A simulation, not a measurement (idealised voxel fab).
process module | voxel transistor to metal
cross-section cut | 155 nm wide | cells 5 nm
A cross-section is a grid of square cells, given in bands from the top down. A band is one or more rows of cells.
Each band's line starts with the height of the band's top and of its bottom, in nm. Then come its materials from left to right, each with its width in nm. One material with "throughout" fills the band from edge to edge. "air" is empty space.
Height 0 is the level under which the wafer as received is all one material. The lowest band goes on downwards, as in "0 down".
A width such as "30 to 40" changes by the same amount from each row of cells to the next, from the band's top row to its bottom row.
"no change" after a step means that no cell of the cross-section changed.
closed voids: empty space of 8 cells or more with no open way to the top, each as width x height at its distance from the left edge, in nm
after a step's settings: what the simulator itself notes on the step
overlay nm, on a step with a mask: how far to the right of its planned place the mask lay; to the left if negative
Each pair below shows a cross-section before one step and the cross-section after it, down to the lowest band that changed. The line under each pair gives the step between them, with its settings. The pairs can come from different runs of this module on the same starting wafer, so a pair continues from the pair above only where its "before" says so.
before
  90 to 55: SiO2 throughout
  55 to 50: SiCN throughout
  50 to 35: SiO2 30 | SiCN 5 | W 15 | SiCN 5 | SiO2 45 | SiCN 5 | W 15 | SiCN 5 | SiO2 30
  35 to 30: SiCN 35 | TiN 15 | SiCN 55 | TiN 15 | SiCN 35
  30 to 15: SiO2 35 | TiN 5 | Ru 5 | TiN 5 | SiO2 55 | TiN 5 | Ru 5 | TiN 5 | SiO2 35
  15 to 5: SiO2 35 | TiN 5 | Ru 5 | TiN 5 | SiO2 5 | SiN 5 | HfO2 5 | TiN 5 | W 15 | TiN 5 | HfO2 5 | SiN 5 | SiO2 5 | TiN 5 | Ru 5 | TiN 5 | SiO2 35
  5 to 0: SiO2 35 | TiN 15 | SiO2 5 | SiN 5 | HfO2 5 | TiN 25 | HfO2 5 | SiN 5 | SiO2 5 | TiN 15 | SiO2 35
  0 to -5: SiO2 25 | pSi 30 | SiO2 5 | HfO2 35 | SiO2 5 | pSi 30 | SiO2 25
  -5 to -25: SiO2 30 | Si 95 | SiO2 30
  -25 down: Si throughout
  closed voids: none
after
  125 to 55: SiO2 throughout
  below 55: unchanged
  closed voids: none
the step between: op DIRECTIONAL_DEP | material SiO2 | thk nm 35
before: the cross-section after the pair above
after
  145 to 125: resist 35 | air 15 | resist 55 | air 15 | resist 35
  below 125: unchanged
  closed voids: none
the step between: op PATTERN | tone open | mask id METAL_2 | material resist | width nm 15 | pitch nm 70 | thk nm 20 | overlay nm 0
before: the cross-section after the pair above
after
  145 to 125: resist 35 | air 15 | resist 55 | air 15 | resist 35
  125 to 105: SiO2 35 | air 15 | SiO2 55 | air 15 | SiO2 35
  below 105: unchanged
  closed voids: none
the step between: op DIRECTIONAL_ETCH | etch materials SiO2 | depth nm 20
before: the cross-section after the pair above
after
  125 to 105: SiO2 35 | air 15 | SiO2 55 | air 15 | SiO2 35
  below 105: unchanged
  closed voids: none
the step between: op STRIP | etch materials resist
before: the cross-section after the pair above
after
  140 to 125: resist 35 | air 15 | resist 55 | air 15 | resist 35
  below 125: unchanged
  closed voids: none
the step between: op PATTERN | tone open | mask id METAL_2_HOLES | material resist | width nm 15 | pitch nm 70 | thk nm 15 | overlay nm 0
before: the cross-section after the pair above
after
  140 to 125: resist 35 | air 15 | resist 55 | air 15 | resist 35
  125 to 90: SiO2 35 | air 15 | SiO2 55 | air 15 | SiO2 35
  below 90: unchanged
  closed voids: none
the step between: op DIRECTIONAL_ETCH | etch materials SiO2 | depth nm 15
before: the cross-section after the pair above
after
  125 to 90: SiO2 35 | air 15 | SiO2 55 | air 15 | SiO2 35
  below 90: unchanged
  closed voids: none
the step between: op STRIP | etch materials resist
before: the cross-section after the pair above
after
  130 to 125: TiN 40 | air 5 | TiN 65 | air 5 | TiN 40
  125 to 95: SiO2 35 | TiN 5 | air 5 | TiN 5 | SiO2 55 | TiN 5 | air 5 | TiN 5 | SiO2 35
  95 to 90: SiO2 35 | TiN 15 | SiO2 55 | TiN 15 | SiO2 35
  below 90: unchanged
  closed voids: none
the step between: op CONFORMAL_DEP | material TiN | thk nm 5
before: the cross-section after the pair above
after
  135 to 130: Ru throughout
  130 to 125: TiN 40 | Ru 5 | TiN 65 | Ru 5 | TiN 40
  125 to 95: SiO2 35 | TiN 5 | Ru 5 | TiN 5 | SiO2 55 | TiN 5 | Ru 5 | TiN 5 | SiO2 35
  below 95: unchanged
  closed voids: none
the step between: op FILL_DEP | material Ru | thk nm 5
before: the cross-section after the pair above
after
  90 to 55: SiO2 throughout
  below 55: unchanged
  closed voids: none
the step between: op CMP | height nm 90
before: the cross-section after the pair above
after
  95 to 90: SiCN throughout
  below 90: unchanged
  closed voids: none
the step between: op CONFORMAL_DEP | material SiCN | thk nm 5
before
  20 to 5: air 30 | SiN 95 | air 30
  5 to 0: SiO2 throughout
  0 to -25: SiO2 30 | Si 95 | SiO2 30
  -25 down: Si throughout
  closed voids: none
after
  20 to 5: air 30 | SiN 95 | air 30
  5 to 0: air 35 | SiO2 85 | air 35
  below 0: unchanged
  closed voids: none
the step between: op SELECTIVE_ETCH | etch materials SiO2 | depth nm 5
before: the cross-section after the pair above
after
  5 to 0: air 35 | SiO2 85 | air 35
  below 0: unchanged
  closed voids: none
the step between: op STRIP | etch materials SiN
before: the cross-section after the pair above
after
  5 to 0: air 35 | SiO2 85 | air 35
  0 to -5: SiO2 40 | Si 75 | SiO2 40
  below -5: unchanged
  closed voids: none
the step between: op OXIDIZE | depth nm 5
before: the cross-section after the pair above
after
  25 to 20: air 35 | polySi 85 | air 35
  20 to 5: polySi throughout
  5 to 0: polySi 35 | SiO2 85 | polySi 35
  below 0: unchanged
  closed voids: none
the step between: op DIRECTIONAL_DEP | material polySi | thk nm 20
before: the cross-section after the pair above
after
  35 to 30: air 35 | SiCN 85 | air 35
  30 to 25: SiCN throughout
  25 to 20: SiCN 35 | polySi 85 | SiCN 35
  below 20: unchanged
  closed voids: none
the step between: op DIRECTIONAL_DEP | material SiCN | thk nm 10
before: the cross-section after the pair above
after
  45 to 40: air 35 | aC 85 | air 35
  40 to 35: aC throughout
  35 to 30: aC 35 | SiCN 85 | aC 35
  below 30: unchanged
  closed voids: none
the step between: op DIRECTIONAL_DEP | material aC | thk nm 10
before: the cross-section after the pair above
after
  70 to 45: air 65 | resist 25 | air 65
  below 45: unchanged
  closed voids: none
the step between: op PATTERN | tone cover | mask id GATE | material resist | width nm 25 | thk nm 25 | overlay nm 0
before: the cross-section after the pair above
after
  60 to 45: air 65 | resist 25 | air 65
  45 to 35: air 65 | aC 25 | air 65
  35 to 30: air 35 | SiCN 85 | air 35
  below 30: unchanged
  closed voids: none
the step between: op DIRECTIONAL_ETCH | etch materials aC | depth nm 10
before: the cross-section after the pair above
after
  45 to 35: air 65 | aC 25 | air 65
  below 35: unchanged
  closed voids: none
the step between: op STRIP | etch materials resist
before: the cross-section after the pair above
after
  45 to 35: air 65 | aC 25 | air 65
  35 to 25: air 65 | SiCN 25 | air 65
  25 to 20: air 35 | polySi 85 | air 35
  below 20: unchanged
  closed voids: none
the step between: op DIRECTIONAL_ETCH | etch materials SiCN | depth nm 20
before: the cross-section after the pair above
after
  45 to 35: air 65 | aC 25 | air 65
  35 to 25: air 65 | SiCN 25 | air 65
  25 to 5: air 65 | polySi 25 | air 65
  5 to 0: air 35 | SiO2 85 | air 35
  below 0: unchanged
  closed voids: none
the step between: op DIRECTIONAL_ETCH | etch materials polySi | depth nm 30
before: the cross-section after the pair above
after
  35 to 25: air 65 | SiCN 25 | air 65
  below 25: unchanged
  closed voids: none
the step between: op STRIP | etch materials aC
before: the cross-section after the pair above
after
  40 to 35: air 60 | SiO2 35 | air 60
  35 to 25: air 60 | SiO2 5 | SiCN 25 | SiO2 5 | air 60
  25 to 10: air 60 | SiO2 5 | polySi 25 | SiO2 5 | air 60
  10 to 5: air 30 | SiO2 35 | polySi 25 | SiO2 35 | air 30
  5 to 0: SiO2 throughout
  below 0: unchanged
  closed voids: none
the step between: op CONFORMAL_DEP | material SiO2 | thk nm 5
before: the cross-section after the pair above
after
  35 to 25: air 60 | SiO2 5 | SiCN 25 | SiO2 5 | air 60
  25 to 5: air 60 | SiO2 5 | polySi 25 | SiO2 5 | air 60
  5 to 0: air 30 | SiO2 95 | air 30
  below 0: unchanged
  closed voids: none
the step between: op DIRECTIONAL_ETCH | etch materials SiO2 | depth nm 5
before: the cross-section after the pair above
after
  40 to 35: air 55 | SiN 45 | air 55
  35 to 25: air 55 | SiN 5 | SiO2 5 | SiCN 25 | SiO2 5 | SiN 5 | air 55
  25 to 10: air 55 | SiN 5 | SiO2 5 | polySi 25 | SiO2 5 | SiN 5 | air 55
  10 to 5: air 25 | SiN 35 | SiO2 5 | polySi 25 | SiO2 5 | SiN 35 | air 25
  5 to 0: SiN 30 | SiO2 95 | SiN 30
  below 0: unchanged
  closed voids: none
the step between: op CONFORMAL_DEP | material SiN | thk nm 5
before: the cross-section after the pair above
after
  35 to 25: air 55 | SiN 5 | SiO2 5 | SiCN 25 | SiO2 5 | SiN 5 | air 55
  25 to 5: air 55 | SiN 5 | SiO2 5 | polySi 25 | SiO2 5 | SiN 5 | air 55
  5 to 0: air 25 | SiN 5 | SiO2 95 | SiN 5 | air 25
  below 0: unchanged
  closed voids: none
the step between: op DIRECTIONAL_ETCH | etch materials SiN | depth nm 5
before: the cross-section after the pair above
after
  35 to 30: air 55 | SiN 5 | air 5 | SiCN 25 | air 5 | SiN 5 | air 55
  30 to 25: air 55 | SiN 5 | SiO2 5 | SiCN 25 | SiO2 5 | SiN 5 | air 55
  25 to 5: air 55 | SiN 5 | SiO2 5 | polySi 25 | SiO2 5 | SiN 5 | air 55
  5 to 0: air 25 | SiN 5 | air 25 | SiO2 45 | air 25 | SiN 5 | air 25
  0 to -5: air 25 | SiO2 15 | Si 75 | SiO2 15 | air 25
  below -5: unchanged
  closed voids: none
the step between: op DIRECTIONAL_ETCH | etch materials SiO2 | depth nm 5
before: the cross-section after the pair above
after
  35 to 30: air 55 | SiN 5 | air 5 | SiCN 25 | air 5 | SiN 5 | air 55
  30 to 25: air 55 | SiN 5 | SiO2 5 | SiCN 25 | SiO2 5 | SiN 5 | air 55
  25 to 5: air 55 | SiN 5 | SiO2 5 | polySi 25 | SiO2 5 | SiN 5 | air 55
  5 to 0: air 25 | SiN 5 | air 5 | pSi 20 | SiO2 45 | pSi 20 | air 5 | SiN 5 | air 25
  below 0: unchanged
  closed voids: none
the step between: op EPI | material pSi | thk nm 5
before: the cross-section after the pair above
after
  45 to 35: SiO2 throughout
  35 to 25: SiO2 55 | SiN 5 | SiO2 5 | SiCN 25 | SiO2 5 | SiN 5 | SiO2 55
  25 to 5: SiO2 55 | SiN 5 | SiO2 5 | polySi 25 | SiO2 5 | SiN 5 | SiO2 55
  5 to 0: SiO2 25 | SiN 5 | SiO2 5 | pSi 20 | SiO2 45 | pSi 20 | SiO2 5 | SiN 5 | SiO2 25
  0 to -5: SiO2 40 | Si 75 | SiO2 40
  below -5: unchanged
  closed voids: none
the step between: op FILL_DEP | material SiO2 | thk nm 10
before: the cross-section after the pair above
after
  20 to 5: SiO2 55 | SiN 5 | SiO2 5 | polySi 25 | SiO2 5 | SiN 5 | SiO2 55
  below 5: unchanged
  closed voids: none
the step between: op CMP | height nm 20
before: the cross-section after the pair above
after
  20 to 5: SiO2 55 | SiN 5 | SiO2 5 | air 25 | SiO2 5 | SiN 5 | SiO2 55
  below 5: unchanged
  closed voids: none
the step between: op STRIP | etch materials polySi
before: the cross-section after the pair above
after
  20 to 15: air 55 | SiN 5 | air 35 | SiN 5 | air 55
  15 to 5: SiO2 55 | SiN 5 | air 35 | SiN 5 | SiO2 55
  5 to 0: SiO2 25 | SiN 5 | SiO2 5 | pSi 20 | SiO2 5 | air 35 | SiO2 5 | pSi 20 | SiO2 5 | SiN 5 | SiO2 25
  below 0: unchanged
  closed voids: none
the step between: op SELECTIVE_ETCH | etch materials SiO2 | depth nm 5
before: the cross-section after the pair above
after
  25 to 20: air 50 | HfO2 15 | air 25 | HfO2 15 | air 50
  20 to 15: HfO2 55 | SiN 5 | HfO2 5 | air 25 | HfO2 5 | SiN 5 | HfO2 55
  15 to 5: SiO2 55 | SiN 5 | HfO2 5 | air 25 | HfO2 5 | SiN 5 | SiO2 55
  5 to 0: SiO2 25 | SiN 5 | SiO2 5 | pSi 20 | SiO2 5 | HfO2 35 | SiO2 5 | pSi 20 | SiO2 5 | SiN 5 | SiO2 25
  below 0: unchanged
  closed voids: none
the step between: op CONFORMAL_DEP | material HfO2 | thk nm 5
before: the cross-section after the pair above
after
  30 to 25: air 45 | TiN 25 | air 15 | TiN 25 | air 45
  25 to 20: TiN 50 | HfO2 15 | TiN 5 | air 15 | TiN 5 | HfO2 15 | TiN 50
  20 to 15: HfO2 55 | SiN 5 | HfO2 5 | TiN 5 | air 15 | TiN 5 | HfO2 5 | SiN 5 | HfO2 55
  15 to 10: SiO2 55 | SiN 5 | HfO2 5 | TiN 5 | air 15 | TiN 5 | HfO2 5 | SiN 5 | SiO2 55
  10 to 5: SiO2 55 | SiN 5 | HfO2 5 | TiN 25 | HfO2 5 | SiN 5 | SiO2 55
  below 5: unchanged
  closed voids: none
the step between: op CONFORMAL_DEP | material TiN | thk nm 5
before: the cross-section after the pair above
after
  35 to 30: W throughout
  30 to 25: W 45 | TiN 25 | W 15 | TiN 25 | W 45
  25 to 20: TiN 50 | HfO2 15 | TiN 5 | W 15 | TiN 5 | HfO2 15 | TiN 50
  20 to 15: HfO2 55 | SiN 5 | HfO2 5 | TiN 5 | W 15 | TiN 5 | HfO2 5 | SiN 5 | HfO2 55
  15 to 10: SiO2 55 | SiN 5 | HfO2 5 | TiN 5 | W 15 | TiN 5 | HfO2 5 | SiN 5 | SiO2 55
  below 10: unchanged
  closed voids: none
the step between: op FILL_DEP | material W | thk nm 5
before: the cross-section after the pair above
after
  15 to 10: SiO2 55 | SiN 5 | HfO2 5 | TiN 5 | W 15 | TiN 5 | HfO2 5 | SiN 5 | SiO2 55
  below 10: unchanged
  closed voids: none
the step between: op CMP | height nm 15
before: the cross-section after the pair above
after
  30 to 15: SiO2 throughout
  below 15: unchanged
  closed voids: none
the step between: op DIRECTIONAL_DEP | material SiO2 | thk nm 15
before: the cross-section after the pair above
after
  30 to 15: SiO2 35 | air 15 | SiO2 55 | air 15 | SiO2 35
  15 to 10: SiO2 35 | air 15 | SiO2 5 | SiN 5 | HfO2 5 | TiN 5 | W 15 | TiN 5 | HfO2 5 | SiN 5 | SiO2 5 | air 15 | SiO2 35
  10 to 5: SiO2 35 | air 15 | SiO2 5 | SiN 5 | HfO2 5 | TiN 25 | HfO2 5 | SiN 5 | SiO2 5 | air 15 | SiO2 35
  below 5: unchanged
  closed voids: none
the step between: op MASKED_ETCH | tone open | mask id CONTACT | width nm 15 | pitch nm 70 | etch materials SiO2 | depth nm 30 | overlay nm 0
before: the cross-section after the pair above
after
  35 to 30: TiN 40 | air 5 | TiN 65 | air 5 | TiN 40
  30 to 15: SiO2 35 | TiN 5 | air 5 | TiN 5 | SiO2 55 | TiN 5 | air 5 | TiN 5 | SiO2 35
  15 to 10: SiO2 35 | TiN 5 | air 5 | TiN 5 | SiO2 5 | SiN 5 | HfO2 5 | TiN 5 | W 15 | TiN 5 | HfO2 5 | SiN 5 | SiO2 5 | TiN 5 | air 5 | TiN 5 | SiO2 35
  10 to 5: SiO2 35 | TiN 15 | SiO2 5 | SiN 5 | HfO2 5 | TiN 25 | HfO2 5 | SiN 5 | SiO2 5 | TiN 15 | SiO2 35
  below 5: unchanged
  closed voids: none
the step between: op CONFORMAL_DEP | material TiN | thk nm 5
before: the cross-section after the pair above
after
  40 to 35: Ru throughout
  35 to 30: TiN 40 | Ru 5 | TiN 65 | Ru 5 | TiN 40
  30 to 15: SiO2 35 | TiN 5 | Ru 5 | TiN 5 | SiO2 55 | TiN 5 | Ru 5 | TiN 5 | SiO2 35
  15 to 10: SiO2 35 | TiN 5 | Ru 5 | TiN 5 | SiO2 5 | SiN 5 | HfO2 5 | TiN 5 | W 15 | TiN 5 | HfO2 5 | SiN 5 | SiO2 5 | TiN 5 | Ru 5 | TiN 5 | SiO2 35
  below 10: unchanged
  closed voids: none
the step between: op FILL_DEP | material Ru | thk nm 5
before: the cross-section after the pair above
after
  30 to 15: SiO2 35 | TiN 5 | Ru 5 | TiN 5 | SiO2 55 | TiN 5 | Ru 5 | TiN 5 | SiO2 35
  below 15: unchanged
  closed voids: none
the step between: op CMP | height nm 30
before: the cross-section after the pair above
after
  35 to 30: TiN throughout
  below 30: unchanged
  closed voids: none
the step between: op DIRECTIONAL_DEP | material TiN | thk nm 5
before: the cross-section after the pair above
after
  50 to 35: W throughout
  below 35: unchanged
  closed voids: none
the step between: op DIRECTIONAL_DEP | material W | thk nm 15
before: the cross-section after the pair above
after
  65 to 50: air 35 | resist 15 | air 55 | resist 15 | air 35
  below 50: unchanged
  closed voids: none
the step between: op PATTERN | tone cover | mask id METAL_1 | material resist | width nm 15 | pitch nm 70 | thk nm 15 | overlay nm 0
before: the cross-section after the pair above
after
  65 to 50: air 35 | resist 15 | air 55 | resist 15 | air 35
  50 to 35: air 35 | W 15 | air 55 | W 15 | air 35
  below 35: unchanged
  closed voids: none
the step between: op DIRECTIONAL_ETCH | etch materials W | depth nm 15
before: the cross-section after the pair above
after
  65 to 50: air 35 | resist 15 | air 55 | resist 15 | air 35
  50 to 35: air 35 | W 15 | air 55 | W 15 | air 35
  35 to 30: air 35 | TiN 15 | air 55 | TiN 15 | air 35
  below 30: unchanged
  closed voids: none
the step between: op DIRECTIONAL_ETCH | etch materials TiN | depth nm 5
before: the cross-section after the pair above
after
  50 to 35: air 35 | W 15 | air 55 | W 15 | air 35
  below 35: unchanged
  closed voids: none
the step between: op STRIP | etch materials resist
before: the cross-section after the pair above
after
  55 to 50: air 30 | SiCN 25 | air 45 | SiCN 25 | air 30
  50 to 35: air 30 | SiCN 5 | W 15 | SiCN 5 | air 45 | SiCN 5 | W 15 | SiCN 5 | air 30
  35 to 30: SiCN 35 | TiN 15 | SiCN 55 | TiN 15 | SiCN 35
  below 30: unchanged
  closed voids: none
the step between: op CONFORMAL_DEP | material SiCN | thk nm 5
before: the cross-section after the pair above
after
  60 to 55: SiO2 throughout
  55 to 50: SiO2 30 | SiCN 25 | SiO2 45 | SiCN 25 | SiO2 30
  50 to 35: SiO2 30 | SiCN 5 | W 15 | SiCN 5 | SiO2 45 | SiCN 5 | W 15 | SiCN 5 | SiO2 30
  below 35: unchanged
  closed voids: none
the step between: op FILL_DEP | material SiO2 | thk nm 5
before: the cross-section after the pair above
after
  50 to 35: SiO2 30 | SiCN 5 | W 15 | SiCN 5 | SiO2 45 | SiCN 5 | W 15 | SiCN 5 | SiO2 30
  below 35: unchanged
  closed voids: none
the step between: op CMP | height nm 50
before: the cross-section after the pair above
after
  55 to 50: SiCN throughout
  below 50: unchanged
  closed voids: none
the step between: op CONFORMAL_DEP | material SiCN | thk nm 5
before: the cross-section after the pair above
after
  90 to 55: SiO2 throughout
  below 55: unchanged
  closed voids: none
the step between: op DIRECTIONAL_DEP | material SiO2 | thk nm 35
before: the cross-section after the pair above
after
  110 to 90: resist 35 | air 15 | resist 55 | air 15 | resist 35
  below 90: unchanged
  closed voids: none
the step between: op PATTERN | tone open | mask id METAL_2 | material resist | width nm 15 | pitch nm 70 | thk nm 20 | overlay nm 0
before: the cross-section after the pair above
after
  110 to 90: resist 35 | air 15 | resist 55 | air 15 | resist 35
  90 to 70: SiO2 35 | air 15 | SiO2 55 | air 15 | SiO2 35
  below 70: unchanged
  closed voids: none
the step between: op DIRECTIONAL_ETCH | etch materials SiO2 | depth nm 20
before: the cross-section after the pair above
after
  90 to 70: SiO2 35 | air 15 | SiO2 55 | air 15 | SiO2 35
  below 70: unchanged
  closed voids: none
the step between: op STRIP | etch materials resist
before: the cross-section after the pair above
after
  105 to 90: resist 35 | air 15 | resist 55 | air 15 | resist 35
  below 90: unchanged
  closed voids: none
the step between: op PATTERN | tone open | mask id METAL_2_HOLES | material resist | width nm 15 | pitch nm 70 | thk nm 15 | overlay nm 0
before: the cross-section after the pair above
after
  105 to 90: resist 35 | air 15 | resist 55 | air 15 | resist 35
  90 to 55: SiO2 35 | air 15 | SiO2 55 | air 15 | SiO2 35
  below 55: unchanged
  closed voids: none
the step between: op DIRECTIONAL_ETCH | etch materials SiO2 | depth nm 15
before: the cross-section after the pair above
after
  105 to 90: resist 35 | air 15 | resist 55 | air 15 | resist 35
  90 to 55: SiO2 35 | air 15 | SiO2 55 | air 15 | SiO2 35
  55 to 50: SiCN 35 | air 15 | SiCN 55 | air 15 | SiCN 35
  below 50: unchanged
  closed voids: none
the step between: op DIRECTIONAL_ETCH | etch materials SiCN | depth nm 5
before: the cross-section after the pair above
after
  90 to 55: SiO2 35 | air 15 | SiO2 55 | air 15 | SiO2 35
  below 55: unchanged
  closed voids: none
the step between: op STRIP | etch materials resist
before: the cross-section after the pair above
after
  95 to 90: TiN 40 | air 5 | TiN 65 | air 5 | TiN 40
  90 to 55: SiO2 35 | TiN 5 | air 5 | TiN 5 | SiO2 55 | TiN 5 | air 5 | TiN 5 | SiO2 35
  55 to 50: SiCN 35 | TiN 15 | SiCN 55 | TiN 15 | SiCN 35
  below 50: unchanged
  closed voids: none
the step between: op CONFORMAL_DEP | material TiN | thk nm 5
before: the cross-section after the pair above
after
  100 to 95: Ru throughout
  95 to 90: TiN 40 | Ru 5 | TiN 65 | Ru 5 | TiN 40
  90 to 55: SiO2 35 | TiN 5 | Ru 5 | TiN 5 | SiO2 55 | TiN 5 | Ru 5 | TiN 5 | SiO2 35
  below 55: unchanged
  closed voids: none
the step between: op FILL_DEP | material Ru | thk nm 5
before: the cross-section after the pair above
after
  90 to 55: SiO2 35 | TiN 5 | Ru 5 | TiN 5 | SiO2 55 | TiN 5 | Ru 5 | TiN 5 | SiO2 35
  below 55: unchanged
  closed voids: none
the step between: op CMP | height nm 90
before: the cross-section after the pair above
after
  95 to 90: SiCN throughout
  below 90: unchanged
  closed voids: none
the step between: op CONFORMAL_DEP | material SiCN | thk nm 5
before
  0 down: Si throughout
  closed voids: none
after
  15 to 0: SiO2 throughout
  below 0: unchanged
  closed voids: none
the step between: op CONFORMAL_DEP | material SiO2 | thk nm 15
before: the cross-section after the pair above
after
  30 to 15: SiN throughout
  below 15: unchanged
  closed voids: none
the step between: op CONFORMAL_DEP | material SiN | thk nm 15
before: the cross-section after the pair above
after
  30 to 15: air 30 | SiN 95 | air 30
  below 15: unchanged
  closed voids: none
the step between: op MASKED_ETCH | tone cover | mask id ACTIVE | width nm 95 | etch materials SiN | depth nm 15 | overlay nm 0
before: the cross-section after the pair above
after
  30 to 15: air 30 | SiN 95 | air 30
  15 to 10: air 30 | SiO2 95 | air 30
  below 10: unchanged
  closed voids: none
the step between: op MASKED_ETCH | tone cover | mask id ACTIVE | width nm 95 | etch materials SiO2 | depth nm 5 | overlay nm 0
before: the cross-section after the pair above
after
  35 to 30: SiO2 throughout
  30 to 15: SiO2 30 | SiN 95 | SiO2 30
  15 to 0: SiO2 throughout
  below 0: unchanged
  closed voids: none
the step between: op FILL_DEP | material SiO2 | thk nm 5
before: the cross-section after the pair above
after
  20 to 15: SiO2 30 | SiN 95 | SiO2 30
  below 15: unchanged
  closed voids: none
the step between: op CMP | height nm 20
before: the cross-section after the pair above
after
  20 to 15: air 30 | SiN 95 | air 30
  15 to 5: air 40 | SiO2 75 | air 40
  below 5: unchanged
  closed voids: none
the step between: op SELECTIVE_ETCH | etch materials SiO2 | depth nm 15
before: the cross-section after the pair above
after
  15 to 5: air 40 | SiO2 75 | air 40
  below 5: unchanged
  closed voids: none
the step between: op STRIP | etch materials SiN
before: the cross-section after the pair above
after
  10 to 0: air 45 | SiO2 65 | air 45
  below 0: unchanged
  closed voids: none
the step between: op SELECTIVE_ETCH | etch materials SiO2 | depth nm 5
before: the cross-section after the pair above
after
  10 to 0: air 45 | SiO2 65 | air 45
  0 to -5: SiO2 50 | Si 55 | SiO2 50
  below -5: unchanged
  closed voids: none
the step between: op OXIDIZE | depth nm 5
before: the cross-section after the pair above
after
  30 to 20: air 45 | polySi 65 | air 45
  20 to 10: polySi throughout
  10 to 0: polySi 45 | SiO2 65 | polySi 45
  below 0: unchanged
  closed voids: none
the step between: op DIRECTIONAL_DEP | material polySi | thk nm 20
before: the cross-section after the pair above
after
  40 to 30: air 45 | SiCN 65 | air 45
  30 to 20: SiCN 45 | polySi 65 | SiCN 45
  below 20: unchanged
  closed voids: none
the step between: op DIRECTIONAL_DEP | material SiCN | thk nm 10
before: the cross-section after the pair above
after
  50 to 40: air 45 | aC 65 | air 45
  40 to 30: aC 45 | SiCN 65 | aC 45
  below 30: unchanged
  closed voids: none
the step between: op DIRECTIONAL_DEP | material aC | thk nm 10
before: the cross-section after the pair above
after
  75 to 50: air 65 | resist 25 | air 65
  below 50: unchanged
  closed voids: none
the step between: op PATTERN | tone cover | mask id GATE | material resist | width nm 25 | thk nm 25 | overlay nm 0
before: the cross-section after the pair above
after
  65 to 50: air 65 | resist 25 | air 65
  50 to 40: air 65 | aC 25 | air 65
  40 to 30: air 45 | SiCN 65 | air 45
  below 30: unchanged
  closed voids: none
the step between: op DIRECTIONAL_ETCH | etch materials aC | depth nm 10
before: the cross-section after the pair above
after
  50 to 40: air 65 | aC 25 | air 65
  below 40: unchanged
  closed voids: none
the step between: op STRIP | etch materials resist
before: the cross-section after the pair above
after
  50 to 40: air 65 | aC 25 | air 65
  40 to 30: air 65 | SiCN 25 | air 65
  30 to 20: air 45 | polySi 65 | air 45
  below 20: unchanged
  closed voids: none
the step between: op DIRECTIONAL_ETCH | etch materials SiCN | depth nm 20
before: the cross-section after the pair above
after
  50 to 40: air 65 | aC 25 | air 65
  40 to 30: air 65 | SiCN 25 | air 65
  30 to 10: air 65 | polySi 25 | air 65
  10 to 0: air 45 | SiO2 65 | air 45
  below 0: unchanged
  closed voids: none
the step between: op DIRECTIONAL_ETCH | etch materials polySi | depth nm 30
before: the cross-section after the pair above
after
  40 to 30: air 65 | SiCN 25 | air 65
  below 30: unchanged
  closed voids: none
the step between: op STRIP | etch materials aC
before: the cross-section after the pair above
after
  45 to 40: air 60 | SiO2 35 | air 60
  40 to 30: air 60 | SiO2 5 | SiCN 25 | SiO2 5 | air 60
  30 to 15: air 60 | SiO2 5 | polySi 25 | SiO2 5 | air 60
  15 to 10: air 40 | SiO2 25 | polySi 25 | SiO2 25 | air 40
  10 to 5: air 40 | SiO2 75 | air 40
  5 to 0: SiO2 throughout
  below 0: unchanged
  closed voids: none
the step between: op CONFORMAL_DEP | material SiO2 | thk nm 5
before: the cross-section after the pair above
after
  40 to 30: air 60 | SiO2 5 | SiCN 25 | SiO2 5 | air 60
  30 to 10: air 60 | SiO2 5 | polySi 25 | SiO2 5 | air 60
  10 to 0: air 40 | SiO2 75 | air 40
  below 0: unchanged
  closed voids: none
the step between: op DIRECTIONAL_ETCH | etch materials SiO2 | depth nm 5
before: the cross-section after the pair above
after
  45 to 40: air 55 | SiN 45 | air 55
  40 to 30: air 55 | SiN 5 | SiO2 5 | SiCN 25 | SiO2 5 | SiN 5 | air 55
  30 to 15: air 55 | SiN 5 | SiO2 5 | polySi 25 | SiO2 5 | SiN 5 | air 55
  15 to 10: air 35 | SiN 25 | SiO2 5 | polySi 25 | SiO2 5 | SiN 25 | air 35
  10 to 5: air 35 | SiN 5 | SiO2 75 | SiN 5 | air 35
  5 to 0: SiN 40 | SiO2 75 | SiN 40
  below 0: unchanged
  closed voids: none
the step between: op CONFORMAL_DEP | material SiN | thk nm 5
before: the cross-section after the pair above
after
  40 to 30: air 55 | SiN 5 | SiO2 5 | SiCN 25 | SiO2 5 | SiN 5 | air 55
  30 to 10: air 55 | SiN 5 | SiO2 5 | polySi 25 | SiO2 5 | SiN 5 | air 55
  10 to 0: air 35 | SiN 5 | SiO2 75 | SiN 5 | air 35
  below 0: unchanged
  closed voids: none
the step between: op DIRECTIONAL_ETCH | etch materials SiN | depth nm 5
before: the cross-section after the pair above
after
  40 to 35: air 55 | SiN 5 | air 5 | SiCN 25 | air 5 | SiN 5 | air 55
  35 to 30: air 55 | SiN 5 | SiO2 5 | SiCN 25 | SiO2 5 | SiN 5 | air 55
  30 to 10: air 55 | SiN 5 | SiO2 5 | polySi 25 | SiO2 5 | SiN 5 | air 55
  10 to 5: air 35 | SiN 5 | air 15 | SiO2 45 | air 15 | SiN 5 | air 35
  5 to 0: air 35 | SiN 5 | SiO2 75 | SiN 5 | air 35
  0 to -5: air 35 | SiO2 15 | Si 55 | SiO2 15 | air 35
  below -5: unchanged
  closed voids: none
the step between: op DIRECTIONAL_ETCH | etch materials SiO2 | depth nm 5
before: the cross-section after the pair above
after
  40 to 35: air 55 | SiN 5 | air 5 | SiCN 25 | air 5 | SiN 5 | air 55
  35 to 30: air 55 | SiN 5 | SiO2 5 | SiCN 25 | SiO2 5 | SiN 5 | air 55
  30 to 10: air 55 | SiN 5 | SiO2 5 | polySi 25 | SiO2 5 | SiN 5 | air 55
  10 to 5: air 35 | SiN 5 | air 15 | SiO2 45 | air 15 | SiN 5 | air 35
  5 to 0: air 35 | SiN 5 | SiO2 75 | SiN 5 | air 35
  0 to -5: pSi 35 | SiO2 15 | Si 55 | SiO2 15 | pSi 35
  below -5: unchanged
  closed voids: none
the step between: op EPI | material pSi | thk nm 5
before: the cross-section after the pair above
after
  50 to 40: SiO2 throughout
  40 to 30: SiO2 55 | SiN 5 | SiO2 5 | SiCN 25 | SiO2 5 | SiN 5 | SiO2 55
  30 to 10: SiO2 55 | SiN 5 | SiO2 5 | polySi 25 | SiO2 5 | SiN 5 | SiO2 55
  10 to 0: SiO2 35 | SiN 5 | SiO2 75 | SiN 5 | SiO2 35
  below 0: unchanged
  closed voids: none
the step between: op FILL_DEP | material SiO2 | thk nm 10
before: the cross-section after the pair above
after
  20 to 10: SiO2 55 | SiN 5 | SiO2 5 | polySi 25 | SiO2 5 | SiN 5 | SiO2 55
  below 10: unchanged
  closed voids: none
the step between: op CMP | height nm 20
before: the cross-section after the pair above
after
  20 to 10: SiO2 55 | SiN 5 | SiO2 5 | air 25 | SiO2 5 | SiN 5 | SiO2 55
  below 10: unchanged
  closed voids: none
the step between: op STRIP | etch materials polySi
